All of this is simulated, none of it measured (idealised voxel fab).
You're looking at the process module voxel tone inversion.
It is cross-section cut that appears here, measuring 255 nm in width, its square cells being 5 nm in size.
Cross-section format: a grid of square cells, given as bands from top to bottom; each band is one or more rows of cells. What a band's entry tells you: where the top is and where the bottom is, as heights in nm, and after that what lies inside, material by material from left to right, each with its width in nm. Empty space is written as the word "empty", and a single material marked with the word "throughout" occupies the band from edge to edge. Basically, 0 is our baseline, since under it the wafer straight out of the box is all one material. The bottom band has no lower end and keeps on going down, so it looks like "0 and below". A two-number width, for instance "30 to 40", indicates that the width is equal to the first number in the top row of the band and to the second number in the bottom row, and that it changes by a constant amount per row of cells. "remained unchanged", as given for a step, is the statement that not any cell of the cross-section underwent a change during that step. The label "Fully sealed voids" introduces a list of the empty spaces, 8 cells or larger, that have no open way up to the top; each entry in it reads width x height at distance, where the distance is taken from the left edge and all three are stated in nm. If you see something after the settings on a step's line, that's the simulator's own remark about that step. overlay nm: for a step with a mask, the amount by which the mask lay right of where it was planned; a negative amount means left of it.
Planned process steps:
1,RECEIVE: material Si
2,CONFORMAL_DEP: material SiN, thk nm 5
3,DIRECTIONAL_DEP: material aC, thk nm 25
4,PATTERN: tone cover, mask id POSTS, material resist, width nm 15, pitch nm 35, thk nm 35, overlay nm 0
5,DIRECTIONAL_ETCH: etch materials aC, depth nm 25
6,STRIP: etch materials resist
7,FILL_DEP: material lowk, thk nm 10
8,CMP: height nm 30
9,STRIP: etch materials aC
10,CONFORMAL_DEP: material TiN, thk nm 5
11,FILL_DEP: material Cu, thk nm 10
12,CMP: height nm 30
13,CONFORMAL_DEP: material SiN, thk nm 5
Here's what the wafer looked like in cross-section when it arrived - that's after step 1:
> 0 and below  Si throughout
> Fully sealed voids: none
Look at the cross-section after the module: the wafer started out the way shown above and the plan was the one shown above, yet one mistake was made along the way:
> 35 down to 30  lowk throughout
> 30 down to 10  100 nm lowk; 5 nm TiN; 5 nm Cu; 5 nm TiN; 20 nm lowk; 5 nm TiN; 5 nm Cu; 5 nm TiN; 105 nm lowk
> 10 down to 5  100 nm lowk; 15 nm TiN; 20 nm lowk; 15 nm TiN; 105 nm lowk
> 5 down to 0  SiN throughout
> 0 and below  Si throughout
> Fully sealed voids: none
Nonconformance to the process plan: step 13 was run on a setting that differed from the plan, and what really ran there is CONFORMAL_DEP: material lowk, thk nm 5
